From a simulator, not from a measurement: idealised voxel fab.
process module | voxel local oxidation
cross-section cut | 210 nm wide | cells 5 nm
A cross-section is a grid of square cells, given in bands from the top down. A band is one or more rows of cells.
Each band's line starts with the height of the band's top and of its bottom, in nm. Then come its materials from left to right, each with its width in nm. One material with "throughout" fills the band from edge to edge. "air" is empty space.
Height 0 is the level under which the wafer as received is all one material. The lowest band goes on downwards, as in "0 down".
A width such as "30 to 40" changes by the same amount from each row of cells to the next, from the band's top row to its bottom row.
"no change" after a step means that no cell of the cross-section changed.
closed voids: empty space of 8 cells or more with no open way to the top, each as width x height at its distance from the left edge, in nm
after a step's settings: what the simulator itself notes on the step
overlay nm, on a step with a mask: how far to the right of its planned place the mask lay; to the left if negative
plan
1 op RECEIVE | material Si
2 op OXIDIZE | depth nm 5
3 op CONFORMAL_DEP | material SiN | thk nm 15
4 op MASKED_ETCH | tone cover | mask id ACTIVE | width nm 110 | etch materials SiN | depth nm 15 | overlay nm -15
5 op SELECTIVE_ETCH | etch materials SiO2 | depth nm 5
6 op OXIDIZE | depth nm 15
7 op STRIP | etch materials SiN
varied across the wafers: overlay nm of step 4. The plan shows the first wafer's value. All wafers start alike
first wafer as received, after step 1
  0 down: Si throughout
  closed voids: none
each wafer at the end: cells of each material gained (+) or lost (-) since it was received, then its closed voids
overlay nm -15 | -126 Si | +104 SiO2 | closed voids: none
overlay nm -10 | -126 Si | +104 SiO2 | closed voids: none
overlay nm -5 | -126 Si | +104 SiO2 | closed voids: none
overlay nm 0 | -126 Si | +104 SiO2 | closed voids: none
overlay nm 5 | -126 Si | +104 SiO2 | closed voids: none
overlay nm 10 | -126 Si | +104 SiO2 | closed voids: none
overlay nm 15 | -126 Si | +104 SiO2 | closed voids: none
